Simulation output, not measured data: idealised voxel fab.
process module | voxel tone inversion
cross-section cut | 225 nm wide | cells 5 nm
A cross-section is a grid of square cells, given in bands from the top down. A band is one or more rows of cells.
Each band's line starts with the height of the band's top and of its bottom, in nm. Then come its materials from left to right, each with its width in nm. One material with "throughout" fills the band from edge to edge. "air" is empty space.
Height 0 is the level under which the wafer as received is all one material. The lowest band goes on downwards, as in "0 down".
A width such as "30 to 40" changes by the same amount from each row of cells to the next, from the band's top row to its bottom row.
"no change" after a step means that no cell of the cross-section changed.
closed voids: empty space of 8 cells or more with no open way to the top, each as width x height at its distance from the left edge, in nm
after a step's settings: what the simulator itself notes on the step
overlay nm, on a step with a mask: how far to the right of its planned place the mask lay; to the left if negative
plan
1 op RECEIVE | material Si
2 op CONFORMAL_DEP | material SiCN | thk nm 5
3 op DIRECTIONAL_DEP | material polySi | thk nm 15
4 op PATTERN | tone cover | mask id POSTS | material resist | width nm 25 | pitch nm 50 | thk nm 20 | overlay nm 0
5 op DIRECTIONAL_ETCH | etch materials polySi | depth nm 15
6 op STRIP | etch materials resist
7 op FILL_DEP | material lowk | thk nm 10
8 op CMP | height nm 20
9 op STRIP | etch materials polySi
as received, after step 1
  0 down: Si throughout
  closed voids: none
first wafer at the end, as planned
  20 to 5: lowk 25 | air 25 | lowk 25 | air 25 | lowk 25 | air 25 | lowk 25 | air 25 | lowk 25
  5 to 0: SiCN throughout
  0 down: Si throughout
  closed voids: none
second wafer at the end: like start, like plan, one mistake
  20 to 15: SiCN throughout
  15 to 0: polySi throughout
  0 down: Si throughout
  closed voids: none
what went wrong: steps 2 and 3 were swapped
at the end the second wafer has, in cells: 75 fewer of lowk | 135 more of polySi
